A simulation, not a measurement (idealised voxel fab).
Presented below is a process module, voxel released beams.
We display cut, a cross-section 220 nm in width whose square cells are each 5 nm.
In this document a cross-section is written as a grid of square cells. It is given as a series of bands, listed from the top down, and a band is one or more rows of cells.
It is stipulated that each band's entry specify, in nanometres, the height of the top of the band and then that of its bottom, followed by the materials of the band in left-to-right sequence, each together with its width in nanometres. A single material marked by the word "full width" is understood to fill the band from edge to edge; the word "air" is understood to denote empty space.
Beneath 0, the wafer as received is one material, and that level is where height counting begins. The lowest band goes on downward without a bottom; it is written like "0..down".
Read "30->40" as a graded width: first number on top, second number at the bottom, same change between each pair of neighbouring rows.
"no alterations made" means the step left every cell of the cross-section as it was.
In the "Entrapped void list" entry, you get each enclosed empty space of 8 cells or more, one with no open way to the top, written width x height at distance, distance from the left edge, in nm.
What comes after the settings on a step's line is commentary from the simulator itself on that step.
Each step line may optionally specify "overlay nm", which for a step with a mask gives the rightward distance between the mask's planned place and where it lay, a negative value indicating the leftward direction.

So here's the lineup of process steps we planned
1) RECEIVE | material Si
2) CONFORMAL_DEP | material SiN | thk nm 5
3) DIRECTIONAL_DEP | material SiO2 | thk nm 20
4) PATTERN | tone open | mask id ANCHOR | material resist | width nm 30 | thk nm 15 | overlay nm 0
5) DIRECTIONAL_ETCH | etch materials SiO2 | depth nm 20
6) STRIP | etch materials resist
7) CONFORMAL_DEP | material polySi | thk nm 10
8) PATTERN | tone cover | mask id BEAM | material resist | width nm 95 | thk nm 15 | overlay nm 0
9) DIRECTIONAL_ETCH | etch materials polySi | depth nm 10
10) STRIP | etch materials resist
11) STRIP | etch materials SiO2

The first of the two wafers, which ran as planned

As received, after step 1
    0..down = Si full width
    Entrapped void list: none

Cross-section through the wafer, step 2 finished
    5..0 = SiN full width
    below 0: unchanged

Cross-section through the wafer, step 3 finished
    25..5 = SiO2 full width
    below 5: unchanged

Cross-section through the wafer, step 4 finished
    40..25 = 65 nm resist, then 30 nm air, then 125 nm resist
    below 25: unchanged

Cross-section through the wafer, step 5 finished
    40..25 = 65 nm resist, then 30 nm air, then 125 nm resist
    25..5 = 65 nm SiO2, then 30 nm air, then 125 nm SiO2
    below 5: unchanged

Cross-section through the wafer, step 6 finished
    25..5 = 65 nm SiO2, then 30 nm air, then 125 nm SiO2
    below 5: unchanged

Cross-section through the wafer, step 7 finished
    35..25 = 75 nm polySi, then 10 nm air, then 135 nm polySi
    25..15 = 65 nm SiO2, then 10 nm polySi, then 10 nm air, then 10 nm polySi, then 125 nm SiO2
    15..5 = 65 nm SiO2, then 30 nm polySi, then 125 nm SiO2
    below 5: unchanged

Cross-section through the wafer, step 8 finished
    50..35 = 60 nm air, then 95 nm resist, then 65 nm air
    35..25 = 75 nm polySi, then 10 nm resist, then 135 nm polySi
    25..15 = 65 nm SiO2, then 10 nm polySi, then 10 nm resist, then 10 nm polySi, then 125 nm SiO2
    below 15: unchanged

Cross-section through the wafer, step 9 finished
    50..35 = 60 nm air, then 95 nm resist, then 65 nm air
    35..25 = 60 nm air, then 15 nm polySi, then 10 nm resist, then 70 nm polySi, then 65 nm air
    below 25: unchanged

Cross-section through the wafer, step 10 finished
    35..25 = 60 nm air, then 15 nm polySi, then 10 nm air, then 70 nm polySi, then 65 nm air
    25..15 = 65 nm SiO2, then 10 nm polySi, then 10 nm air, then 10 nm polySi, then 125 nm SiO2
    below 15: unchanged

Cross-section through the wafer, step 11 finished
    35..25 = 60 nm air, then 15 nm polySi, then 10 nm air, then 70 nm polySi, then 65 nm air
    25..15 = 65 nm air, then 10 nm polySi, then 10 nm air, then 10 nm polySi, then 125 nm air
    15..5 = 65 nm air, then 30 nm polySi, then 125 nm air
    below 5: unchanged

Now the other wafer: same start, same recipe, but we messed up one thing when running it. Up to and including step 7 it's the same as the first one

Second wafer cross-section, taken as of the time the plan sets for step 8 to be done
    50..35 = 65 nm air, then 85 nm resist, then 70 nm air
    35..25 = 75 nm polySi, then 10 nm resist, then 135 nm polySi
    25..15 = 65 nm SiO2, then 10 nm polySi, then 10 nm resist, then 10 nm polySi, then 125 nm SiO2
    below 15: unchanged

Second wafer cross-section, taken as of the time the plan sets for step 9 to be done
    50..35 = 65 nm air, then 85 nm resist, then 70 nm air
    35..25 = 65 nm air, then 10 nm polySi, then 10 nm resist, then 65 nm polySi, then 70 nm air
    below 25: unchanged

Second wafer cross-section, taken as of the time the plan sets for step 10 to be done
    35..25 = 65 nm air, then 10 nm polySi, then 10 nm air, then 65 nm polySi, then 70 nm air
    25..15 = 65 nm SiO2, then 10 nm polySi, then 10 nm air, then 10 nm polySi, then 125 nm SiO2
    below 15: unchanged

Second wafer cross-section, taken as of the time the plan sets for step 11 to be done
    35..25 = 65 nm air, then 10 nm polySi, then 10 nm air, then 65 nm polySi, then 70 nm air
    25..15 = 65 nm air, then 10 nm polySi, then 10 nm air, then 10 nm polySi, then 125 nm air
    15..5 = 65 nm air, then 30 nm polySi, then 125 nm air
    below 5: unchanged
Processing error: step 8 off recipe, ran as PATTERN | tone cover | mask id BEAM | material resist | width nm 85 | thk nm 15 | overlay nm 0
Final comparison by cell count, materials where the second wafer has more or fewer than the first: polySi -4
